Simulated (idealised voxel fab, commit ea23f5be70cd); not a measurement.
The process module presented herein is designated voxel self aligned contacts.
Xsec cut, 250 nm wide, square cell size 5 nm.
Heads up, the way a cross-section reads in here is a grid of square cells, handed over as bands from the top down, with every band being one or more rows of cells.
Heads up on the band format: heights come first, top then bottom, in nm. After that it's the materials left to right, each with its width in nm. A single material flagged "edge to edge" fills the whole band edge to edge, and "empty" means there's empty space there.
Heights are expressed relative to 0, this being the level below which the as-received wafer comprises one material exclusively. The lowest band is unbounded in the downward direction and is denoted as in "top 0, no bottom".
So if you see something like "30->40" for the width, read it as the top row of the band sitting at the first number and the bottom row at the second, with every row in between moving by the same amount as the last.
Where the words "no change" appear for a step, the cross-section shows no cell changed by that step; every cell remained as before.
The entry "Closed cavities" lists the empty spaces that cover at least 8 cells and have no open path to the top. Each is written as width x height at distance, where the distance is measured from the left edge and all three values are in nm.
It should be noted that, on the line of a given step, the content following the step's settings is a remark produced by the simulator itself with respect to that step.
overlay nm: mask right of planned place by this much (step with mask). Neg. = left.
# The steps planned for the process are as follows
1: RECEIVE (material Si)
2: OXIDIZE (depth nm 5)
3: DIRECTIONAL_DEP (material polySi; thk nm 25)
4: DIRECTIONAL_DEP (material SiN; thk nm 20)
5: MASKED_ETCH (tone cover; mask id GATE; width nm 25; pitch nm 70; etch materials SiN; depth nm 20; overlay nm 0)
6: MASKED_ETCH (tone cover; mask id GATE; width nm 25; pitch nm 70; etch materials polySi; depth nm 25; overlay nm 0)
7: CONFORMAL_DEP (material SiN; thk nm 10)
8: DIRECTIONAL_ETCH (etch materials SiN; depth nm 10)
9: FILL_DEP (material SiO2; thk nm 15)
10: CMP (height nm 50)
11: PATTERN (tone open; mask id CONTACT; material resist; width nm 55; thk nm 20; overlay nm 0)
12: DIRECTIONAL_ETCH (etch materials SiO2; depth nm 55)
13: STRIP (etch materials resist)
14: CONFORMAL_DEP (material TiN; thk nm 5)
15: FILL_DEP (material Ru; thk nm 10)
16: CMP (height nm 50)
17: CONFORMAL_DEP (material SiN; thk nm 5)
# as received, after step 1
	top 0, no bottom: Si edge to edge
	Closed cavities: none
# First of two wafers at the end of the module, shown in cross-section; run carried out as planned
	top 55, bottom 50: SiN edge to edge
	top 50, bottom 45: 95 of SiO2, 20 of TiN, 15 of Ru, 20 of TiN, 100 of SiO2
	top 45, bottom 25: 65 of SiO2, 45 of SiN, 5 of TiN, 15 of Ru, 5 of TiN, 45 of SiN, 70 of SiO2
	top 25, bottom 0: 65 of SiO2, 10 of SiN, 25 of polySi, 10 of SiN, 5 of TiN, 15 of Ru, 5 of TiN, 10 of SiN, 25 of polySi, 10 of SiN, 70 of SiO2
	top 0, bottom -5: 110 of SiO2, 25 of TiN, 115 of SiO2
	top -5, no bottom: Si edge to edge
	Closed cavities: none
# Second wafer cross-section at end of module - shared start and plan with the first, one mistake in the run
	top 55, bottom 50: SiN edge to edge
	top 50, bottom 45: 95 of SiO2, 20 of TiN, 15 of Ru, 20 of TiN, 100 of SiO2
	top 45, bottom 25: 65 of SiO2, 45 of SiN, 5 of TiN, 15 of Ru, 5 of TiN, 45 of SiN, 70 of SiO2
	top 25, bottom 0: 65 of SiO2, 10 of SiN, 25 of polySi, 10 of SiN, 5 of TiN, 15 of Ru, 5 of TiN, 10 of SiN, 25 of polySi, 10 of SiN, 70 of SiO2
	top 0, bottom -5: 110 of SiO2, 25 of TiN, 115 of SiO2
	top -5, bottom -15: SiO2 edge to edge
	top -15, no bottom: Si edge to edge
	Closed cavities: none
So what did we get wrong on this run? step 2 deviated from plan and actually ran as OXIDIZE (depth nm 15)
End check, counted in cells, second wafer has more or fewer of these materials than the first: Si -100; SiO2 +100
